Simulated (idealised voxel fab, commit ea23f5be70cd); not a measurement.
process module | voxel capacitor over wiring
cross-section cut | 250 nm wide | cells 5 nm
A cross-section is a grid of square cells, given in bands from the top down. A band is one or more rows of cells.
Each band's line starts with the height of the band's top and of its bottom, in nm. Then come its materials from left to right, each with its width in nm. One material with "throughout" fills the band from edge to edge. "air" is empty space.
Height 0 is the level under which the wafer as received is all one material. The lowest band goes on downwards, as in "0 down".
A width such as "30 to 40" changes by the same amount from each row of cells to the next, from the band's top row to its bottom row.
"no change" after a step means that no cell of the cross-section changed.
closed voids: empty space of 8 cells or more with no open way to the top, each as width x height at its distance from the left edge, in nm
after a step's settings: what the simulator itself notes on the step
overlay nm, on a step with a mask: how far to the right of its planned place the mask lay; to the left if negative
plan
1 op RECEIVE | material Si
2 op CONFORMAL_DEP | material SiO2 | thk nm 10
3 op DIRECTIONAL_DEP | material TiN | thk nm 5
4 op DIRECTIONAL_DEP | material Ru | thk nm 25
5 op PATTERN | tone cover | mask id METAL_1 | material resist | width nm 30 | pitch nm 80 | thk nm 20 | overlay nm 0
6 op DIRECTIONAL_ETCH | etch materials Ru | depth nm 25
7 op DIRECTIONAL_ETCH | etch materials TiN | depth nm 5
8 op STRIP | etch materials resist
9 op CONFORMAL_DEP | material SiN | thk nm 5
10 op FILL_DEP | material SiO2 | thk nm 10
11 op CMP | height nm 40
12 op CONFORMAL_DEP | material SiCN | thk nm 5
13 op DIRECTIONAL_DEP | material SiO2 | thk nm 15
14 op PATTERN | tone open | mask id PLUG_1 | material resist | width nm 15 | thk nm 20 | overlay nm 0
15 op DIRECTIONAL_ETCH | etch materials SiO2 | depth nm 15
16 op DIRECTIONAL_ETCH | etch materials SiCN | depth nm 5
17 op STRIP | etch materials resist
18 op CONFORMAL_DEP | material TiN | thk nm 5
19 op FILL_DEP | material Cu | thk nm 5
20 op CMP | height nm 60
21 op DIRECTIONAL_DEP | material TiN | thk nm 5
22 op DIRECTIONAL_DEP | material SiN | thk nm 5
23 op DIRECTIONAL_DEP | material TiN | thk nm 5
24 op PATTERN | tone cover | mask id UPPER_PLATE | material resist | width nm 55 | thk nm 20 | overlay nm 0
25 op DIRECTIONAL_ETCH | etch materials TiN | depth nm 10
26 op DIRECTIONAL_ETCH | etch materials SiN | depth nm 5
27 op STRIP | etch materials resist
28 op PATTERN | tone cover | mask id LOWER_PLATE | material resist | width nm 65 | thk nm 15 | overlay nm 0
29 op DIRECTIONAL_ETCH | etch materials TiN | depth nm 5
30 op STRIP | etch materials resist
31 op FILL_DEP | material SiO2 | thk nm 20
32 op CMP | height nm 95
33 op DIRECTIONAL_DEP | material aC | thk nm 15
34 op PATTERN | tone open | mask id PLUG_2 | material resist | width nm 15 | thk nm 35 | overlay nm 0
35 op DIRECTIONAL_ETCH | etch materials aC | depth nm 15
36 op STRIP | etch materials resist
37 op DIRECTIONAL_ETCH | etch materials SiO2 | depth nm 15
38 op STRIP | etch materials aC
39 op CONFORMAL_DEP | material TiN | thk nm 5
40 op FILL_DEP | material W | thk nm 10
41 op CMP | height nm 95
42 op CONFORMAL_DEP | material SiN | thk nm 5
varied across the wafers: thk nm of step 23. The plan shows the first wafer's value. All wafers start alike
first wafer as received, after step 1
  0 down: Si throughout
  closed voids: none
each wafer at the end: cells of each material gained (+) or lost (-) since it was received, then its closed voids
thk nm 5 | +3 Cu | +60 Ru | +47 SiCN | +119 SiN | +717 SiO2 | +52 TiN | +2 W | closed voids: none
thk nm 10 | +3 Cu | +60 Ru | +47 SiCN | +119 SiN | +706 SiO2 | +63 TiN | +2 W | closed voids: none
thk nm 15 | +3 Cu | +60 Ru | +47 SiCN | +158 SiN | +620 SiO2 | +111 TiN | +1 W | closed voids: none
thk nm 20 | +3 Cu | +60 Ru | +47 SiCN | +158 SiN | +573 SiO2 | +159 TiN | closed voids: none
thk nm 25 | +3 Cu | +60 Ru | +47 SiCN | +158 SiN | +526 SiO2 | +206 TiN | closed voids: none
